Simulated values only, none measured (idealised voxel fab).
process module | voxel capacitor over wiring
cross-section cut | 260 nm wide | cells 5 nm
A cross-section is a grid of square cells, given in bands from the top down. A band is one or more rows of cells.
Each band's line starts with the height of the band's top and of its bottom, in nm. Then come its materials from left to right, each with its width in nm. One material with "throughout" fills the band from edge to edge. "air" is empty space.
Height 0 is the level under which the wafer as received is all one material. The lowest band goes on downwards, as in "0 down".
A width such as "30 to 40" changes by the same amount from each row of cells to the next, from the band's top row to its bottom row.
"no change" after a step means that no cell of the cross-section changed.
closed voids: empty space of 8 cells or more with no open way to the top, each as width x height at its distance from the left edge, in nm
after a step's settings: what the simulator itself notes on the step
overlay nm, on a step with a mask: how far to the right of its planned place the mask lay; to the left if negative
plan
1 op RECEIVE | material Si
2 op CONFORMAL_DEP | material SiO2 | thk nm 15
3 op DIRECTIONAL_DEP | material TiN | thk nm 5
4 op DIRECTIONAL_DEP | material Ru | thk nm 25
5 op PATTERN | tone cover | mask id METAL_1 | material resist | width nm 25 | pitch nm 95 | thk nm 15 | overlay nm 0
6 op DIRECTIONAL_ETCH | etch materials Ru | depth nm 25
7 op DIRECTIONAL_ETCH | etch materials TiN | depth nm 5
8 op STRIP | etch materials resist
9 op FILL_DEP | material SiO2 | thk nm 5
10 op CMP | height nm 45
11 op CONFORMAL_DEP | material SiCN | thk nm 5
12 op DIRECTIONAL_DEP | material SiO2 | thk nm 10
13 op DIRECTIONAL_DEP | material aC | thk nm 10
14 op PATTERN | tone open | mask id PLUG_1 | material resist | width nm 15 | thk nm 25 | overlay nm 0
15 op DIRECTIONAL_ETCH | etch materials aC | depth nm 10
16 op STRIP | etch materials resist
17 op DIRECTIONAL_ETCH | etch materials SiO2 | depth nm 10
18 op DIRECTIONAL_ETCH | etch materials SiCN | depth nm 5
19 op STRIP | etch materials aC
20 op EPI | material Ru | thk nm 10
21 op EPI | material Ru | thk nm 5
22 op DIRECTIONAL_DEP | material TiN | thk nm 5
23 op DIRECTIONAL_DEP | material Al2O3 | thk nm 5
24 op DIRECTIONAL_DEP | material TiN | thk nm 5
25 op MASKED_ETCH | tone cover | mask id UPPER_PLATE | width nm 75 | etch materials TiN | depth nm 5 | overlay nm 0
26 op MASKED_ETCH | tone cover | mask id UPPER_PLATE | width nm 75 | etch materials Al2O3 | depth nm 5 | overlay nm 0
27 op DIRECTIONAL_DEP | material aC | thk nm 15
28 op PATTERN | tone cover | mask id LOWER_PLATE | material resist | width nm 85 | thk nm 30 | overlay nm 0
29 op DIRECTIONAL_ETCH | etch materials aC | depth nm 15
30 op STRIP | etch materials resist
31 op DIRECTIONAL_ETCH | etch materials TiN | depth nm 5
32 op STRIP | etch materials aC
33 op FILL_DEP | material SiO2 | thk nm 15
34 op CMP | height nm 85
35 op MASKED_ETCH | tone open | mask id PLUG_2 | width nm 15 | etch materials SiO2 | depth nm 10 | overlay nm 0
36 op CONFORMAL_DEP | material TiN | thk nm 5
37 op FILL_DEP | material W | thk nm 5
38 op CMP | height nm 85
39 op CONFORMAL_DEP | material SiN | thk nm 5
as received, after step 1
  0 down: Si throughout
  closed voids: none
a wafer at the end: this start, this plan, one mistake
  90 to 85: SiN throughout
  85 to 80: W throughout
  80 to 75: TiN throughout
  75 to 70: SiO2 80 | TiN 75 | SiO2 105
  70 to 65: SiO2 80 | Al2O3 75 | SiO2 105
  65 to 60: SiO2 75 | TiN 85 | SiO2 100
  60 to 50: SiO2 80 | Ru 15 | SiO2 165
  50 to 45: SiCN 80 | Ru 15 | SiCN 165
  45 to 20: SiO2 70 | Ru 25 | SiO2 70 | Ru 25 | SiO2 70
  20 to 15: SiO2 70 | TiN 25 | SiO2 70 | TiN 25 | SiO2 70
  15 to 0: SiO2 throughout
  0 down: Si throughout
  closed voids: none
what went wrong: step 34 ran as: op CMP | height nm 75
